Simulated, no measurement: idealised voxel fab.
Name of the process module below: voxel transistor to metal
Section cut is 210 nm wide and gridded with 5 nm square cells.
Square cells in a grid make up a cross-section in this document, and the grid is given as bands, listed from the top down, each one or more rows of cells. Heights first: top, then bottom, in nm. Then materials, left to right, each with a width in nm. "full width" on a single material: fills the band edge to edge. "empty": empty space. Heights are measured from 0, the level below which the as-received wafer is all one material; the lowest band has no bottom and continues downward, written as in "z 0 and below". Width "30->40": first value at the band's top row of cells, second value at its bottom row, equal change from row to row. It should be understood that the words "nothing changed", when stated for a given step, signify that the cross-section underwent no change in any of its cells during that step. Empty spaces without an open route to the top, at least 8 cells in extent, make up the entry "Completely sealed voids"; each is given as width x height at distance, where the distance is measured from the left edge, and all are in nm. Note: text after step settings on the step line = simulator remark on that step. overlay nm: right-of-plan distance of the mask on a masked step; negative values mean left-of-plan.
Listed below are the process steps as planned
1,RECEIVE [material Si]
2,CONFORMAL_DEP [material SiO2] [thk nm 5]
3,CONFORMAL_DEP [material SiN] [thk nm 10]
4,DIRECTIONAL_DEP [material aC] [thk nm 15]
5,PATTERN [tone cover] [mask id ACTIVE] [material resist] [width nm 105] [thk nm 30] [overlay nm 0]
6,DIRECTIONAL_ETCH [etch materials aC] [depth nm 15]
7,STRIP [etch materials resist]
8,DIRECTIONAL_ETCH [etch materials SiN] [depth nm 10]
9,DIRECTIONAL_ETCH [etch materials SiO2] [depth nm 5]
10,DIRECTIONAL_ETCH [etch materials Si] [depth nm 35]
11,STRIP [etch materials aC]
12,OXIDIZE [depth nm 5]
13,FILL_DEP [material SiO2] [thk nm 5]
14,CMP [height nm 15]
15,SELECTIVE_ETCH [etch materials SiO2] [depth nm 10]
16,STRIP [etch materials SiN]
17,SELECTIVE_ETCH [etch materials SiO2] [depth nm 5]
18,OXIDIZE [depth nm 5]
19,DIRECTIONAL_DEP [material polySi] [thk nm 30]
20,DIRECTIONAL_DEP [material SiCN] [thk nm 15]
21,PATTERN [tone cover] [mask id GATE] [material resist] [width nm 25] [thk nm 20] [overlay nm 0]
22,DIRECTIONAL_ETCH [etch materials SiCN] [depth nm 25]
23,DIRECTIONAL_ETCH [etch materials polySi] [depth nm 40]
24,STRIP [etch materials resist]
25,CONFORMAL_DEP [material SiN] [thk nm 5]
26,DIRECTIONAL_ETCH [etch materials SiN] [depth nm 5]
27,DIRECTIONAL_ETCH [etch materials SiO2] [depth nm 5]
28,EPI [material pSi] [thk nm 5]
29,FILL_DEP [material SiO2] [thk nm 5]
30,CMP [height nm 30]
31,STRIP [etch materials polySi]
32,SELECTIVE_ETCH [etch materials SiO2] [depth nm 5]
33,CONFORMAL_DEP [material HfO2] [thk nm 5]
34,CONFORMAL_DEP [material TiN] [thk nm 5]
35,FILL_DEP [material W] [thk nm 10]
36,CMP [height nm 25]
37,DIRECTIONAL_DEP [material SiO2] [thk nm 15]
38,MASKED_ETCH [tone open] [mask id CONTACT] [width nm 15] [pitch nm 70] [etch materials SiO2] [depth nm 40] [overlay nm -15]
39,CONFORMAL_DEP [material TiN] [thk nm 5]
40,FILL_DEP [material W] [thk nm 10]
41,CMP [height nm 40]
42,DIRECTIONAL_DEP [material TiN] [thk nm 5]
43,DIRECTIONAL_DEP [material Ru] [thk nm 20]
44,MASKED_ETCH [tone cover] [mask id METAL_1] [width nm 15] [pitch nm 70] [etch materials Ru] [depth nm 20] [overlay nm 0]
45,MASKED_ETCH [tone cover] [mask id METAL_1] [width nm 15] [pitch nm 70] [etch materials TiN] [depth nm 5] [overlay nm 0]
46,FILL_DEP [material lowk] [thk nm 5]
47,CMP [height nm 65]
48,CONFORMAL_DEP [material SiCN] [thk nm 5]
All wafers enter the flow in the same state. The overlay nm at step 38 differs from wafer to wafer, and the plan gives the value for the first wafer.
The first of several wafers, as received after step 1, seen in section
> z 0 and below: Si full width
> Completely sealed voids: none
Per-wafer rows below. For each material: cells gained (+) or lost (-) since the wafer was received, as of end of module. Then: closed voids
overlay nm -15; +17 HfO2; +24 Ru; -203 Si; +42 SiCN; +10 SiN; +440 SiO2; +51 TiN; +13 W; +180 lowk; +14 pSi; Completely sealed voids: none
overlay nm -10; +17 HfO2; +24 Ru; -203 Si; +42 SiCN; +10 SiN; +435 SiO2; +51 TiN; +18 W; +180 lowk; +14 pSi; Completely sealed voids: none
overlay nm -5; +17 HfO2; +24 Ru; -203 Si; +42 SiCN; +10 SiN; +435 SiO2; +51 TiN; +18 W; +180 lowk; +14 pSi; Completely sealed voids: none
overlay nm 0; +17 HfO2; +24 Ru; -203 Si; +42 SiCN; +10 SiN; +435 SiO2; +51 TiN; +18 W; +180 lowk; +14 pSi; Completely sealed voids: none
overlay nm 5; +17 HfO2; +24 Ru; -203 Si; +42 SiCN; +10 SiN; +435 SiO2; +51 TiN; +18 W; +180 lowk; +14 pSi; Completely sealed voids: none
overlay nm 10; +17 HfO2; +24 Ru; -203 Si; +42 SiCN; +10 SiN; +435 SiO2; +51 TiN; +18 W; +180 lowk; +14 pSi; Completely sealed voids: none
overlay nm 15; +17 HfO2; +24 Ru; -203 Si; +42 SiCN; +10 SiN; +440 SiO2; +51 TiN; +13 W; +180 lowk; +14 pSi; Completely sealed voids: none
